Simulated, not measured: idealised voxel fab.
Title: Process Module voxel capacitor over wiring
Square cells of 5 nm make up the cross-section cut, whose width is 220 nm.
In what follows, cross-sections appear as grids of square cells, described through bands that run from the top down, where every band is one or more rows of cells. In this notation a band is specified by the heights of its top and bottom, in that order and in nm, after which its materials appear from left to right, each paired with its width in nm. The word "all across" attached to a single material means that material fills the band from edge to edge; the word "blank" stands for empty space. All heights in this document are referenced to 0, defined as the level beneath which the wafer, as received, consists entirely of one material. The lowest band is not bounded below; it extends indefinitely downward and is written in the form "top 0, no bottom". A two-number width, for instance "30->40", indicates that the width is equal to the first number in the top row of the band and to the second number in the bottom row, and that it changes by a constant amount per row of cells. You'll sometimes find "no alterations made" written for a step, and that's the way of saying that nowhere in the cross-section did a cell change during that step. What "Sealed void inventory" gives you is every empty space of 8 cells or more that is cut off from the top. Each appears as width x height at distance, with the distance taken from the left edge and width, height and distance all in nm. Post-settings text on a step line: simulator's own remark regarding the step. When a step includes a mask, the "overlay nm" setting on its line states how far to the right of its planned place that mask lay, and negative values state how far to the left.
-- Set out below are the planned steps of the process
step 1: op RECEIVE | material Si
step 2: op CONFORMAL_DEP | material SiO2 | thk nm 10
step 3: op CONFORMAL_DEP | material SiCN | thk nm 5
step 4: op DIRECTIONAL_DEP | material lowk | thk nm 20
step 5: op DIRECTIONAL_DEP | material aC | thk nm 15
step 6: op PATTERN | tone open | mask id METAL_1 | material resist | width nm 30 | pitch nm 90 | thk nm 30 | overlay nm 0
step 7: op DIRECTIONAL_ETCH | etch materials aC | depth nm 15
step 8: op STRIP | etch materials resist
step 9: op DIRECTIONAL_ETCH | etch materials lowk | depth nm 20
step 10: op DIRECTIONAL_ETCH | etch materials SiCN | depth nm 5
step 11: op STRIP | etch materials aC
step 12: op CONFORMAL_DEP | material TiN | thk nm 5
step 13: op FILL_DEP | material Cu | thk nm 10
step 14: op CMP | height nm 35
step 15: op CONFORMAL_DEP | material SiCN | thk nm 5
step 16: op DIRECTIONAL_DEP | material lowk | thk nm 10
step 17: op PATTERN | tone open | mask id PLUG_1 | material resist | width nm 15 | thk nm 15 | overlay nm 0
step 18: op DIRECTIONAL_ETCH | etch materials lowk | depth nm 10
step 19: op DIRECTIONAL_ETCH | etch materials SiCN | depth nm 5
step 20: op STRIP | etch materials resist
step 21: op CONFORMAL_DEP | material TiN | thk nm 5
step 22: op FILL_DEP | material Ru | thk nm 5
step 23: op CMP | height nm 50
step 24: op DIRECTIONAL_DEP | material TiN | thk nm 10
step 25: op DIRECTIONAL_DEP | material SiN | thk nm 5
step 26: op DIRECTIONAL_DEP | material TiN | thk nm 10
step 27: op DIRECTIONAL_DEP | material aC | thk nm 15
step 28: op PATTERN | tone cover | mask id UPPER_PLATE | material resist | width nm 65 | thk nm 35 | overlay nm 0
step 29: op DIRECTIONAL_ETCH | etch materials aC | depth nm 15
step 30: op STRIP | etch materials resist
step 31: op DIRECTIONAL_ETCH | etch materials TiN | depth nm 10
step 32: op DIRECTIONAL_ETCH | etch materials SiN | depth nm 5
step 33: op STRIP | etch materials aC
step 34: op PATTERN | tone cover | mask id LOWER_PLATE | material resist | width nm 75 | thk nm 20 | overlay nm 0
step 35: op DIRECTIONAL_ETCH | etch materials TiN | depth nm 10
step 36: op STRIP | etch materials resist
step 37: op FILL_DEP | material SiO2 | thk nm 15
step 38: op CMP | height nm 85
step 39: op DIRECTIONAL_DEP | material aC | thk nm 15
step 40: op PATTERN | tone open | mask id PLUG_2 | material resist | width nm 15 | thk nm 30 | overlay nm 0
step 41: op DIRECTIONAL_ETCH | etch materials aC | depth nm 15
step 42: op STRIP | etch materials resist
step 43: op DIRECTIONAL_ETCH | etch materials SiO2 | depth nm 10
step 44: op STRIP | etch materials aC
step 45: op CONFORMAL_DEP | material TiN | thk nm 5
step 46: op FILL_DEP | material Ru | thk nm 10
step 47: op CMP | height nm 85
step 48: op CONFORMAL_DEP | material SiN | thk nm 5
-- The following pertains to the first of two wafers, which was processed as planned
-- Wafer as received: cross-section following step 1
	top 0, no bottom | Si all across
	Sealed void inventory: none
-- Wafer xsec, post step 2
	top 10, bottom 0 | SiO2 all across
	Note: structure below 0 unchanged.
-- Wafer xsec, post step 3
	top 15, bottom 10 | SiCN all across
	Note: structure below 10 unchanged.
-- Wafer xsec, post step 4
	top 35, bottom 15 | lowk all across
	Note: structure below 15 unchanged.
-- Wafer xsec, post step 5
	top 50, bottom 35 | aC all across
	Note: structure below 35 unchanged.
-- Wafer xsec, post step 6
	top 80, bottom 50 | 50 of resist / 30 of blank / 60 of resist / 30 of blank / 50 of resist
	Note: structure below 50 unchanged.
-- Wafer xsec, post step 7
	top 65, bottom 50 | 50 of resist / 30 of blank / 60 of resist / 30 of blank / 50 of resist
	top 50, bottom 35 | 50 of aC / 30 of blank / 60 of aC / 30 of blank / 50 of aC
	Note: structure below 35 unchanged.
-- Wafer xsec, post step 8
	top 50, bottom 35 | 50 of aC / 30 of blank / 60 of aC / 30 of blank / 50 of aC
	Note: structure below 35 unchanged.
-- Wafer xsec, post step 9
	top 50, bottom 35 | 50 of aC / 30 of blank / 60 of aC / 30 of blank / 50 of aC
	top 35, bottom 15 | 50 of lowk / 30 of blank / 60 of lowk / 30 of blank / 50 of lowk
	Note: structure below 15 unchanged.
-- Wafer xsec, post step 10
	top 50, bottom 35 | 50 of aC / 30 of blank / 60 of aC / 30 of blank / 50 of aC
	top 35, bottom 15 | 50 of lowk / 30 of blank / 60 of lowk / 30 of blank / 50 of lowk
	top 15, bottom 10 | 50 of SiCN / 30 of blank / 60 of SiCN / 30 of blank / 50 of SiCN
	Note: structure below 10 unchanged.
-- Wafer xsec, post step 11
	top 35, bottom 15 | 50 of lowk / 30 of blank / 60 of lowk / 30 of blank / 50 of lowk
	Note: structure below 15 unchanged.
-- Wafer xsec, post step 12
	top 40, bottom 35 | 55 of TiN / 20 of blank / 70 of TiN / 20 of blank / 55 of TiN
	top 35, bottom 15 | 50 of lowk / 5 of TiN / 20 of blank / 5 of TiN / 60 of lowk / 5 of TiN / 20 of blank / 5 of TiN / 50 of lowk
	top 15, bottom 10 | 50 of SiCN / 30 of TiN / 60 of SiCN / 30 of TiN / 50 of SiCN
	Note: structure below 10 unchanged.
-- Wafer xsec, post step 13
	top 50, bottom 40 | Cu all across
	top 40, bottom 35 | 55 of TiN / 20 of Cu / 70 of TiN / 20 of Cu / 55 of TiN
	top 35, bottom 15 | 50 of lowk / 5 of TiN / 20 of Cu / 5 of TiN / 60 of lowk / 5 of TiN / 20 of Cu / 5 of TiN / 50 of lowk
	Note: structure below 15 unchanged.
-- Wafer xsec, post step 14
	top 35, bottom 15 | 50 of lowk / 5 of TiN / 20 of Cu / 5 of TiN / 60 of lowk / 5 of TiN / 20 of Cu / 5 of TiN / 50 of lowk
	Note: structure below 15 unchanged.
-- Wafer xsec, post step 15
	top 40, bottom 35 | SiCN all across
	Note: structure below 35 unchanged.
-- Wafer xsec, post step 16
	top 50, bottom 40 | lowk all across
	Note: structure below 40 unchanged.
-- Wafer xsec, post step 17
	top 65, bottom 50 | 65 of resist / 15 of blank / 140 of resist
	Note: structure below 50 unchanged.
-- Wafer xsec, post step 18
	top 65, bottom 50 | 65 of resist / 15 of blank / 140 of resist
	top 50, bottom 40 | 65 of lowk / 15 of blank / 140 of lowk
	Note: structure below 40 unchanged.
-- Wafer xsec, post step 19
	top 65, bottom 50 | 65 of resist / 15 of blank / 140 of resist
	top 50, bottom 40 | 65 of lowk / 15 of blank / 140 of lowk
	top 40, bottom 35 | 65 of SiCN / 15 of blank / 140 of SiCN
	Note: structure below 35 unchanged.
-- Wafer xsec, post step 20
	top 50, bottom 40 | 65 of lowk / 15 of blank / 140 of lowk
	Note: structure below 40 unchanged.
-- Wafer xsec, post step 21
	top 55, bottom 50 | 70 of TiN / 5 of blank / 145 of TiN
	top 50, bottom 40 | 65 of lowk / 5 of TiN / 5 of blank / 5 of TiN / 140 of lowk
	top 40, bottom 35 | 65 of SiCN / 15 of TiN / 140 of SiCN
	Note: structure below 35 unchanged.
-- Wafer xsec, post step 22
	top 60, bottom 55 | Ru all across
	top 55, bottom 50 | 70 of TiN / 5 of Ru / 145 of TiN
	top 50, bottom 40 | 65 of lowk / 5 of TiN / 5 of Ru / 5 of TiN / 140 of lowk
	Note: structure below 40 unchanged.
-- Wafer xsec, post step 23
	top 50, bottom 40 | 65 of lowk / 5 of TiN / 5 of Ru / 5 of TiN / 140 of lowk
	Note: structure below 40 unchanged.
-- Wafer xsec, post step 24
	top 60, bottom 50 | TiN all across
	Note: structure below 50 unchanged.
-- Wafer xsec, post step 25
	top 65, bottom 60 | SiN all across
	Note: structure below 60 unchanged.
-- Wafer xsec, post step 26
	top 75, bottom 65 | TiN all across
	Note: structure below 65 unchanged.
-- Wafer xsec, post step 27
	top 90, bottom 75 | aC all across
	Note: structure below 75 unchanged.
-- Wafer xsec, post step 28
	top 125, bottom 90 | 65 of blank / 65 of resist / 90 of blank
	Note: structure below 90 unchanged.
-- Wafer xsec, post step 29
	top 110, bottom 90 | 65 of blank / 65 of resist / 90 of blank
	top 90, bottom 75 | 65 of blank / 65 of aC / 90 of blank
	Note: structure below 75 unchanged.
-- Wafer xsec, post step 30
	top 90, bottom 75 | 65 of blank / 65 of aC / 90 of blank
	Note: structure below 75 unchanged.
-- Wafer xsec, post step 31
	top 90, bottom 75 | 65 of blank / 65 of aC / 90 of blank
	top 75, bottom 65 | 65 of blank / 65 of TiN / 90 of blank
	Note: structure below 65 unchanged.
-- Wafer xsec, post step 32
	top 90, bottom 75 | 65 of blank / 65 of aC / 90 of blank
	top 75, bottom 65 | 65 of blank / 65 of TiN / 90 of blank
	top 65, bottom 60 | 65 of blank / 65 of SiN / 90 of blank
	Note: structure below 60 unchanged.
-- Wafer xsec, post step 33
	top 75, bottom 65 | 65 of blank / 65 of TiN / 90 of blank
	Note: structure below 65 unchanged.
-- Wafer xsec, post step 34
	top 95, bottom 75 | 60 of blank / 75 of resist / 85 of blank
	top 75, bottom 65 | 60 of blank / 5 of resist / 65 of TiN / 5 of resist / 85 of blank
	top 65, bottom 60 | 60 of blank / 5 of resist / 65 of SiN / 5 of resist / 85 of blank
	Note: structure below 60 unchanged.
-- Wafer xsec, post step 35
	top 95, bottom 75 | 60 of blank / 75 of resist / 85 of blank
	top 75, bottom 65 | 60 of blank / 5 of resist / 65 of TiN / 5 of resist / 85 of blank
	top 65, bottom 60 | 60 of blank / 5 of resist / 65 of SiN / 5 of resist / 85 of blank
	top 60, bottom 50 | 60 of blank / 75 of TiN / 85 of blank
	Note: structure below 50 unchanged.
-- Wafer xsec, post step 36
	top 75, bottom 65 | 65 of blank / 65 of TiN / 90 of blank
	top 65, bottom 60 | 65 of blank / 65 of SiN / 90 of blank
	Note: structure below 60 unchanged.
-- Wafer xsec, post step 37
	top 90, bottom 75 | SiO2 all across
	top 75, bottom 65 | 65 of SiO2 / 65 of TiN / 90 of SiO2
	top 65, bottom 60 | 65 of SiO2 / 65 of SiN / 90 of SiO2
	top 60, bottom 50 | 60 of SiO2 / 75 of TiN / 85 of SiO2
	Note: structure below 50 unchanged.
-- Wafer xsec, post step 38
	top 85, bottom 75 | SiO2 all across
	Note: structure below 75 unchanged.
-- Wafer xsec, post step 39
	top 100, bottom 85 | aC all across
	Note: structure below 85 unchanged.
-- Wafer xsec, post step 40
	top 130, bottom 100 | 75 of resist / 15 of blank / 130 of resist
	Note: structure below 100 unchanged.
-- Wafer xsec, post step 41
	top 115, bottom 100 | 75 of resist / 15 of blank / 130 of resist
	top 100, bottom 85 | 75 of aC / 15 of blank / 130 of aC
	Note: structure below 85 unchanged.
-- Wafer xsec, post step 42
	top 100, bottom 85 | 75 of aC / 15 of blank / 130 of aC
	Note: structure below 85 unchanged.
-- Wafer xsec, post step 43
	top 100, bottom 85 | 75 of aC / 15 of blank / 130 of aC
	top 85, bottom 75 | 75 of SiO2 / 15 of blank / 130 of SiO2
	Note: structure below 75 unchanged.
-- Wafer xsec, post step 44
	top 85, bottom 75 | 75 of SiO2 / 15 of blank / 130 of SiO2
	Note: structure below 75 unchanged.
-- Wafer xsec, post step 45
	top 90, bottom 85 | 80 of TiN / 5 of blank / 135 of TiN
	top 85, bottom 80 | 75 of SiO2 / 5 of TiN / 5 of blank / 5 of TiN / 130 of SiO2
	top 80, bottom 75 | 75 of SiO2 / 15 of TiN / 130 of SiO2
	Note: structure below 75 unchanged.
-- Wafer xsec, post step 46
	top 100, bottom 90 | Ru all across
	top 90, bottom 85 | 80 of TiN / 5 of Ru / 135 of TiN
	top 85, bottom 80 | 75 of SiO2 / 5 of TiN / 5 of Ru / 5 of TiN / 130 of SiO2
	Note: structure below 80 unchanged.
-- Wafer xsec, post step 47
	top 85, bottom 80 | 75 of SiO2 / 5 of TiN / 5 of Ru / 5 of TiN / 130 of SiO2
	Note: structure below 80 unchanged.
-- Wafer xsec, post step 48
	top 90, bottom 85 | SiN all across
	Note: structure below 85 unchanged.
-- Second wafer, same starting conditions and recipe as the first, one mistake in executing it, nothing differs from the first up to and including step 33
-- Second wafer profile in section, at the moment step 34 of the plan was meant to be complete
	top 95, bottom 75 | 50 of blank / 75 of resist / 95 of blank
	top 75, bottom 65 | 50 of blank / 15 of resist / 65 of TiN / 90 of blank
	top 65, bottom 60 | 50 of blank / 15 of resist / 65 of SiN / 90 of blank
	Note: structure below 60 unchanged.
-- Second wafer profile in section, at the moment step 35 of the plan was meant to be complete
	top 95, bottom 75 | 50 of blank / 75 of resist / 95 of blank
	top 75, bottom 65 | 50 of blank / 15 of resist / 60 of TiN / 95 of blank
	top 65, bottom 60 | 50 of blank / 15 of resist / 65 of SiN / 90 of blank
	top 60, bottom 50 | 50 of blank / 80 of TiN / 90 of blank
	Note: structure below 50 unchanged.
-- Second wafer profile in section, at the moment step 36 of the plan was meant to be complete
	top 75, bottom 65 | 65 of blank / 60 of TiN / 95 of blank
	top 65, bottom 60 | 65 of blank / 65 of SiN / 90 of blank
	Note: structure below 60 unchanged.
-- Second wafer profile in section, at the moment step 37 of the plan was meant to be complete
	top 90, bottom 75 | SiO2 all across
	top 75, bottom 65 | 65 of SiO2 / 60 of TiN / 95 of SiO2
	top 65, bottom 60 | 65 of SiO2 / 65 of SiN / 90 of SiO2
	top 60, bottom 50 | 50 of SiO2 / 80 of TiN / 90 of SiO2
	Note: structure below 50 unchanged.
-- Second wafer profile in section, at the moment step 38 of the plan was meant to be complete
	top 85, bottom 75 | SiO2 all across
	Note: structure below 75 unchanged.
-- Second wafer profile in section, at the moment step 39 of the plan was meant to be complete
	top 100, bottom 85 | aC all across
	Note: structure below 85 unchanged.
-- Second wafer profile in section, at the moment step 40 of the plan was meant to be complete
	top 130, bottom 100 | 75 of resist / 15 of blank / 130 of resist
	Note: structure below 100 unchanged.
-- Second wafer profile in section, at the moment step 41 of the plan was meant to be complete
	top 115, bottom 100 | 75 of resist / 15 of blank / 130 of resist
	top 100, bottom 85 | 75 of aC / 15 of blank / 130 of aC
	Note: structure below 85 unchanged.
-- Second wafer profile in section, at the moment step 42 of the plan was meant to be complete
	top 100, bottom 85 | 75 of aC / 15 of blank / 130 of aC
	Note: structure below 85 unchanged.
-- Second wafer profile in section, at the moment step 43 of the plan was meant to be complete
	top 100, bottom 85 | 75 of aC / 15 of blank / 130 of aC
	top 85, bottom 75 | 75 of SiO2 / 15 of blank / 130 of SiO2
	Note: structure below 75 unchanged.
-- Second wafer profile in section, at the moment step 44 of the plan was meant to be complete
	top 85, bottom 75 | 75 of SiO2 / 15 of blank / 130 of SiO2
	Note: structure below 75 unchanged.
-- Second wafer profile in section, at the moment step 45 of the plan was meant to be complete
	top 90, bottom 85 | 80 of TiN / 5 of blank / 135 of TiN
	top 85, bottom 80 | 75 of SiO2 / 5 of TiN / 5 of blank / 5 of TiN / 130 of SiO2
	top 80, bottom 75 | 75 of SiO2 / 15 of TiN / 130 of SiO2
	Note: structure below 75 unchanged.
-- Second wafer profile in section, at the moment step 46 of the plan was meant to be complete
	top 100, bottom 90 | Ru all across
	top 90, bottom 85 | 80 of TiN / 5 of Ru / 135 of TiN
	top 85, bottom 80 | 75 of SiO2 / 5 of TiN / 5 of Ru / 5 of TiN / 130 of SiO2
	Note: structure below 80 unchanged.
-- Second wafer profile in section, at the moment step 47 of the plan was meant to be complete
	top 85, bottom 80 | 75 of SiO2 / 5 of TiN / 5 of Ru / 5 of TiN / 130 of SiO2
	Note: structure below 80 unchanged.
-- Second wafer profile in section, at the moment step 48 of the plan was meant to be complete
	top 90, bottom 85 | SiN all across
	Note: structure below 85 unchanged.
what went wrong: for step 34, the planned setting was not used; the step was instead run as op PATTERN | tone cover | mask id LOWER_PLATE | material resist | width nm 75 | thk nm 20 | overlay nm -10
Tallied in cells, the final second wafer holds each material in the same quantity as the first, although not at the same places.
